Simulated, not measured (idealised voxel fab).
The following process module bears the name voxel ribs on slabs.
The cross-section shown here is cut; it is 275 nm wide and divided into square cells measuring 5 nm on a side.
Heads up, the way a cross-section reads in here is a grid of square cells, handed over as bands from the top down, with every band being one or more rows of cells.
Top, bottom (nm), then materials left to right with widths (nm); lone material tagged "all across" fills the whole band edge to edge; "empty" = empty space.
The reference from which all heights are counted is 0, the level beneath which the as-received wafer is entirely one material; the lowest band, having no lower bound, proceeds downward and is written after the example "0 and below".
Graded width ("30 to 40"): value in top row of band = first number; value in bottom row = second number; row-to-row change constant.
"no alterations made", as given for a step, is the statement that not any cell of the cross-section underwent a change during that step.
Basically, "Sealed internal voids" tells you about the enclosed voids: empty spaces with no open way to the top, 8 cells or bigger, each written width x height at distance, where distance is from the left edge, all in nm.
Step line, after settings: the simulator's comment on this step.
Each step line may optionally specify "overlay nm", which for a step with a mask gives the rightward distance between the mask's planned place and where it lay, a negative value indicating the leftward direction.

The following list gives the planned process steps:
1 RECEIVE [material Si]
2 DIRECTIONAL_DEP [material SiO2] [thk nm 25]
3 DIRECTIONAL_DEP [material SiN] [thk nm 15]
4 MASKED_ETCH [tone cover] [mask id RIB] [width nm 15] [etch materials SiN] [depth nm 10] [overlay nm 0]
5 PATTERN [tone cover] [mask id SLAB] [material resist] [width nm 45] [thk nm 20] [overlay nm 0]
6 DIRECTIONAL_ETCH [etch materials SiN] [depth nm 5]
7 STRIP [etch materials resist]
8 FILL_DEP [material SiO2] [thk nm 15]
9 CMP [height nm 50]
10 DIRECTIONAL_DEP [material TiN] [thk nm 10]
11 PATTERN [tone cover] [mask id HEATER] [material resist] [width nm 25] [thk nm 15] [overlay nm 0]
12 DIRECTIONAL_ETCH [etch materials TiN] [depth nm 10]
13 STRIP [etch materials resist]
14 CONFORMAL_DEP [material SiN] [thk nm 5]
Every wafer here starts from the same state; it is the step 5 width nm that distinguishes them, and the value the plan gives belongs to the first wafer.

The first of several wafers, as received after step 1, seen in section:
  0 and below | Si all across
  Sealed internal voids: none

Heads up, this table goes wafer by wafer. A row tells you, at the end of the module, how many cells of each material that wafer has put on (+) or dropped (-) since it was received, and then its closed voids:
width nm 45; +74 SiN; +535 SiO2; +10 TiN; Sealed internal voids: none
width nm 50; +75 SiN; +534 SiO2; +10 TiN; Sealed internal voids: none
width nm 55; +76 SiN; +533 SiO2; +10 TiN; Sealed internal voids: none
width nm 60; +77 SiN; +532 SiO2; +10 TiN; Sealed internal voids: none
width nm 65; +78 SiN; +531 SiO2; +10 TiN; Sealed internal voids: none
width nm 70; +79 SiN; +530 SiO2; +10 TiN; Sealed internal voids: none
